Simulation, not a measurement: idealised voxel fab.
process module | voxel trench capacitor
cross-section cut | 205 nm wide | cells 5 nm
A cross-section is a grid of square cells, given in bands from the top down. A band is one or more rows of cells.
Each band's line starts with the height of the band's top and of its bottom, in nm. Then come its materials from left to right, each with its width in nm. One material with "throughout" fills the band from edge to edge. "air" is empty space.
Height 0 is the level under which the wafer as received is all one material. The lowest band goes on downwards, as in "0 down".
A width such as "30 to 40" changes by the same amount from each row of cells to the next, from the band's top row to its bottom row.
"no change" after a step means that no cell of the cross-section changed.
closed voids: empty space of 8 cells or more with no open way to the top, each as width x height at its distance from the left edge, in nm
after a step's settings: what the simulator itself notes on the step
overlay nm, on a step with a mask: how far to the right of its planned place the mask lay; to the left if negative
plan
1 op RECEIVE | material Si
2 op CONFORMAL_DEP | material SiN | thk nm 10
3 op DIRECTIONAL_DEP | material aC | thk nm 15
4 op PATTERN | tone open | mask id TRENCH | material resist | width nm 15 | pitch nm 50 | thk nm 35 | overlay nm 0
5 op DIRECTIONAL_ETCH | etch materials aC | depth nm 15
6 op STRIP | etch materials resist
7 op DIRECTIONAL_ETCH | etch materials SiN | depth nm 10
8 op DIRECTIONAL_ETCH | etch materials Si | depth nm 25
9 op STRIP | etch materials aC
10 op CONFORMAL_DEP | material SiO2 | thk nm 5
11 op FILL_DEP | material polySi | thk nm 10
12 op CMP | height nm 10
varied across the wafers: width nm of step 4. The plan shows the first wafer's value. All wafers start alike
first wafer as received, after step 1
  0 down: Si throughout
  closed voids: none
first wafer at the end, after step 12
  10 to 0: SiN 45 | SiO2 5 | polySi 5 | SiO2 5 | SiN 35 | SiO2 5 | polySi 5 | SiO2 5 | SiN 35 | SiO2 5 | polySi 5 | SiO2 5 | SiN 45
  0 to -20: Si 45 | SiO2 5 | polySi 5 | SiO2 5 | Si 35 | SiO2 5 | polySi 5 | SiO2 5 | Si 35 | SiO2 5 | polySi 5 | SiO2 5 | Si 45
  -20 to -25: Si 45 | SiO2 15 | Si 35 | SiO2 15 | Si 35 | SiO2 15 | Si 45
  -25 down: Si throughout
  closed voids: none
last wafer at the end
  10 to 0: SiN 35 | SiO2 5 | polySi 25 | SiO2 5 | SiN 15 | SiO2 5 | polySi 25 | SiO2 5 | SiN 15 | SiO2 5 | polySi 25 | SiO2 5 | SiN 35
  0 to -20: Si 35 | SiO2 5 | polySi 25 | SiO2 5 | Si 15 | SiO2 5 | polySi 25 | SiO2 5 | Si 15 | SiO2 5 | polySi 25 | SiO2 5 | Si 35
  -20 to -25: Si 35 | SiO2 35 | Si 15 | SiO2 35 | Si 15 | SiO2 35 | Si 35
  -25 down: Si throughout
  closed voids: none
each wafer at the end: cells of each material gained (+) or lost (-) since it was received, then its closed voids
width nm 15 | -45 Si | +64 SiN | +45 SiO2 | +18 polySi | closed voids: none
width nm 20 | -60 Si | +58 SiN | +48 SiO2 | +36 polySi | closed voids: none
width nm 25 | -75 Si | +52 SiN | +51 SiO2 | +54 polySi | closed voids: none
width nm 30 | -90 Si | +46 SiN | +54 SiO2 | +72 polySi | closed voids: none
width nm 35 | -105 Si | +40 SiN | +57 SiO2 | +90 polySi | closed voids: none
